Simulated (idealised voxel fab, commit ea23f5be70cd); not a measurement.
process module | voxel released beams
cross-section cut | 200 nm wide | cells 5 nm
A cross-section is a grid of square cells, given in bands from the top down. A band is one or more rows of cells.
Each band's line starts with the height of the band's top and of its bottom, in nm. Then come its materials from left to right, each with its width in nm. One material with "throughout" fills the band from edge to edge. "air" is empty space.
Height 0 is the level under which the wafer as received is all one material. The lowest band goes on downwards, as in "0 down".
A width such as "30 to 40" changes by the same amount from each row of cells to the next, from the band's top row to its bottom row.
"no change" after a step means that no cell of the cross-section changed.
closed voids: empty space of 8 cells or more with no open way to the top, each as width x height at its distance from the left edge, in nm
after a step's settings: what the simulator itself notes on the step
overlay nm, on a step with a mask: how far to the right of its planned place the mask lay; to the left if negative
plan
1 op RECEIVE | material Si
2 op CONFORMAL_DEP | material Al2O3 | thk nm 10
3 op DIRECTIONAL_DEP | material SiO2 | thk nm 20
4 op MASKED_ETCH | tone open | mask id ANCHOR | width nm 25 | etch materials SiO2 | depth nm 20 | overlay nm 0
5 op CONFORMAL_DEP | material polySi | thk nm 10
6 op MASKED_ETCH | tone cover | mask id BEAM | width nm 75 | etch materials polySi | depth nm 10 | overlay nm 0
7 op STRIP | etch materials SiO2
as received, after step 1
  0 down: Si throughout
  closed voids: none
first wafer at the end, as planned
  40 to 30: air 60 | polySi 15 | air 5 | polySi 55 | air 65
  30 to 20: air 65 | polySi 10 | air 5 | polySi 10 | air 110
  20 to 10: air 65 | polySi 25 | air 110
  10 to 0: Al2O3 throughout
  0 down: Si throughout
  closed voids: none
second wafer at the end: like start, like plan, one mistake
  40 to 30: air 60 | polySi 75 | air 65
  30 to 20: Al2O3 throughout
  20 to 0: SiO2 throughout
  0 down: Si throughout
  closed voids: none
what went wrong: steps 2 and 3 were swapped
at the end the second wafer has, in cells: 160 more of SiO2 | 16 fewer of polySi
